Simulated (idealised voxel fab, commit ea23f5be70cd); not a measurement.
Process module name: voxel air gaps
It is cross-section cut that appears here, measuring 175 nm in width, its square cells being 5 nm in size.
A cross-section in this document is a grid of square cells, and it is written down as bands, the top band listed before the ones below it; a band is made up of one or more rows of cells. Within each band entry, the heights of the top and of the bottom of the band appear first, in that order and in nm; the materials of the band then follow from left to right, each with its corresponding width in nm. The designation "everywhere" on a single material indicates that it fills the band from edge to edge; the designation "blank" indicates empty space. Counting heights begins at 0, where everything beneath is, in the wafer as received, one material. The lowest band has no bottom; it goes on downwards, as "0 and below" shows. Note: "30 to 40" means the width goes from the first number (top row of the band) to the second number (bottom row) in equal steps per row of cells. "stayed the same" (step): cross-section cells unchanged, all of them. Reported under the label "Listed closed voids" are the empty spaces having no open way to the top and comprising 8 cells or more; the notation for each is width x height at distance, in which the distance is measured from the left edge and all three values are in nm. That trailing text on a step's line, after the settings, is the simulator's own remark on the step. Each step line may optionally specify "overlay nm", which for a step with a mask gives the rightward distance between the mask's planned place and where it lay, a negative value indicating the leftward direction.

PLANNED STEP LIST FOR THE PROCESS
1,RECEIVE: material Si
2,CONFORMAL_DEP: material SiO2, thk nm 15
3,CONFORMAL_DEP: material SiCN, thk nm 5
4,DIRECTIONAL_DEP: material lowk, thk nm 35
5,DIRECTIONAL_DEP: material aC, thk nm 15
6,PATTERN: tone open, mask id LINES, material resist, width nm 15, pitch nm 50, thk nm 30, overlay nm 0
7,DIRECTIONAL_ETCH: etch materials aC, depth nm 15
8,STRIP: etch materials resist
9,DIRECTIONAL_ETCH: etch materials lowk, depth nm 35
10,STRIP: etch materials aC
11,CONFORMAL_DEP: material TiN, thk nm 5
12,FILL_DEP: material Cu, thk nm 5
13,CMP: height nm 55
14,EPI: material Ru, thk nm 10
15,SELECTIVE_ETCH: etch materials lowk, depth nm 45
16,CONFORMAL_DEP: material SiCN, thk nm 5
Wafer-to-wafer difference: width nm, step 6. Common start. Plan = first wafer's value.

RECEIVED CONDITION OF THE FIRST OF SEVERAL WAFERS, SECTIONED: POST-STEP 1
0 and below | Si everywhere
Listed closed voids: none

DEPICTED HERE IS THE FIRST OF SEVERAL WAFERS IN CROSS-SECTION, AT MODULE COMPLETION FOLLOWING THE LAST STEP, STEP 16
70 down to 65 | 15 nm blank | 45 nm SiCN | 5 nm blank | 45 nm SiCN | 5 nm blank | 45 nm SiCN | 15 nm blank
65 down to 55 | 15 nm blank | 5 nm SiCN | 35 nm Ru | 5 nm SiCN | 5 nm blank | 5 nm SiCN | 35 nm Ru | 5 nm SiCN | 5 nm blank | 5 nm SiCN | 35 nm Ru | 5 nm SiCN | 15 nm blank
55 down to 50 | 15 nm blank | 15 nm SiCN | 5 nm TiN | 5 nm Cu | 5 nm TiN | 15 nm SiCN | 5 nm blank | 15 nm SiCN | 5 nm TiN | 5 nm Cu | 5 nm TiN | 15 nm SiCN | 5 nm blank | 15 nm SiCN | 5 nm TiN | 5 nm Cu | 5 nm TiN | 15 nm SiCN | 15 nm blank
50 down to 25 | 25 nm blank | 5 nm SiCN | 5 nm TiN | 5 nm Cu | 5 nm TiN | 5 nm SiCN | 25 nm blank | 5 nm SiCN | 5 nm TiN | 5 nm Cu | 5 nm TiN | 5 nm SiCN | 25 nm blank | 5 nm SiCN | 5 nm TiN | 5 nm Cu | 5 nm TiN | 5 nm SiCN | 25 nm blank
25 down to 20 | 30 nm SiCN | 15 nm TiN | 35 nm SiCN | 15 nm TiN | 35 nm SiCN | 15 nm TiN | 30 nm SiCN
20 down to 15 | SiCN everywhere
15 down to 0 | SiO2 everywhere
0 and below | Si everywhere
Listed closed voids: none

FINAL WAFER CROSS-SECTION AT MODULE END
70 down to 65 | 5 nm blank | 165 nm SiCN | 5 nm blank
65 down to 55 | 5 nm blank | 5 nm SiCN | 155 nm Ru | 5 nm SiCN | 5 nm blank
55 down to 50 | 5 nm blank | 15 nm SiCN | 5 nm TiN | 25 nm Cu | 5 nm TiN | 15 nm lowk | 5 nm TiN | 25 nm Cu | 5 nm TiN | 15 nm lowk | 5 nm TiN | 25 nm Cu | 5 nm TiN | 15 nm SiCN | 5 nm blank
50 down to 25 | 15 nm blank | 5 nm SiCN | 5 nm TiN | 25 nm Cu | 5 nm TiN | 15 nm lowk | 5 nm TiN | 25 nm Cu | 5 nm TiN | 15 nm lowk | 5 nm TiN | 25 nm Cu | 5 nm TiN | 5 nm SiCN | 15 nm blank
25 down to 20 | 20 nm SiCN | 35 nm TiN | 15 nm lowk | 35 nm TiN | 15 nm lowk | 35 nm TiN | 20 nm SiCN
20 down to 15 | SiCN everywhere
15 down to 0 | SiO2 everywhere
0 and below | Si everywhere
Listed closed voids: none

WAFER ROWS, END OF MODULE: CELLS PER MATERIAL GAINED (+) OR LOST (-) SINCE RECEIPT; CLOSED VOIDS LAST
width nm 15 | +18 Cu | +42 Ru | +148 SiCN | +105 SiO2 | +45 TiN | Listed closed voids: none
width nm 20 | +36 Cu | +48 Ru | +148 SiCN | +105 SiO2 | +48 TiN | Listed closed voids: 20 x 25 at 55; 20 x 25 at 105
width nm 25 | +54 Cu | +54 Ru | +140 SiCN | +105 SiO2 | +51 TiN | Listed closed voids: 15 x 25 at 55; 15 x 25 at 105
width nm 30 | +72 Cu | +60 Ru | +96 SiCN | +105 SiO2 | +54 TiN | +56 lowk | Listed closed voids: none
width nm 35 | +90 Cu | +62 Ru | +96 SiCN | +105 SiO2 | +57 TiN | +42 lowk | Listed closed voids: none
